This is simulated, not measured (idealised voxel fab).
The document below concerns the process module designated voxel spacer lines.
The figure presents cross-section cut, which has a width of 225 nm and is divided into square cells with an edge length of 5 nm.
Each cross-section below is a grid of square cells, stated as bands in top-down order, with one or more rows of cells making up each band. Top, bottom (nm), then materials left to right with widths (nm); lone material tagged "full width" fills the whole band edge to edge; "empty" = empty space. A quick word on heights: they are counted from 0, and under that level the wafer as it came to us is one material throughout. The lowest band is different from the rest in having no bottom; it simply continues downward, written as in "0 down". The width entry "30 to 40" should be interpreted row by row: the top row of cells in the band takes the first number, the bottom row takes the second number, and the change between adjacent rows is uniform throughout. Given "nothing was modified" for a step, no cell of the cross-section differs between before and after that step. The label "Closed void entries" introduces a list of the empty spaces, 8 cells or larger, that have no open way up to the top; each entry in it reads width x height at distance, where the distance is taken from the left edge and all three are stated in nm. Note: text after step settings on the step line = simulator remark on that step. overlay nm: mask offset rightward from planned place, masked step; negative means leftward offset. Pairs from here to the end. Each: cross-section before one process step, cross-section after it, the latter only as far down as the lowest band that changed. Under each: the step between, and its settings. Mind that the pairs may be taken from different runs of this module on the same starting wafer; whether a pair continues from the pair above depends on its entry headed "Before this step", and it does only where that entry says so.
Before this step:
* 50 to 25 = empty 30 nm, SiN 10 nm, empty 5 nm, SiN 10 nm, empty 45 nm, SiN 10 nm, empty 5 nm, SiN 10 nm, empty 45 nm, SiN 10 nm, empty 5 nm, SiN 10 nm, empty 30 nm
* 25 to 10 = W full width
* 10 to 0 = SiO2 full width
* 0 down = Si full width
* Closed void entries: none
Step Outcome:
* 50 to 25 = empty 30 nm, SiN 10 nm, empty 5 nm, SiN 10 nm, empty 45 nm, SiN 10 nm, empty 5 nm, SiN 10 nm, empty 45 nm, SiN 10 nm, empty 5 nm, SiN 10 nm, empty 30 nm
* 25 to 10 = empty 30 nm, W 10 nm, empty 5 nm, W 10 nm, empty 45 nm, W 10 nm, empty 5 nm, W 10 nm, empty 45 nm, W 10 nm, empty 5 nm, W 10 nm, empty 30 nm
* Whatever lies below 10 is exactly as it was before.
* Closed void entries: none
So what happened between those two cross-sections up there? op DIRECTIONAL_ETCH | etch materials W | depth nm 15
Before this step: we pick up right where the pair above leaves off, with its after cross-section.
Step Outcome:
* 25 to 10 = empty 30 nm, W 10 nm, empty 5 nm, W 10 nm, empty 45 nm, W 10 nm, empty 5 nm, W 10 nm, empty 45 nm, W 10 nm, empty 5 nm, W 10 nm, empty 30 nm
* Whatever lies below 10 is exactly as it was before.
* Closed void entries: none
So what happened between those two cross-sections up there? op STRIP | etch materials SiN
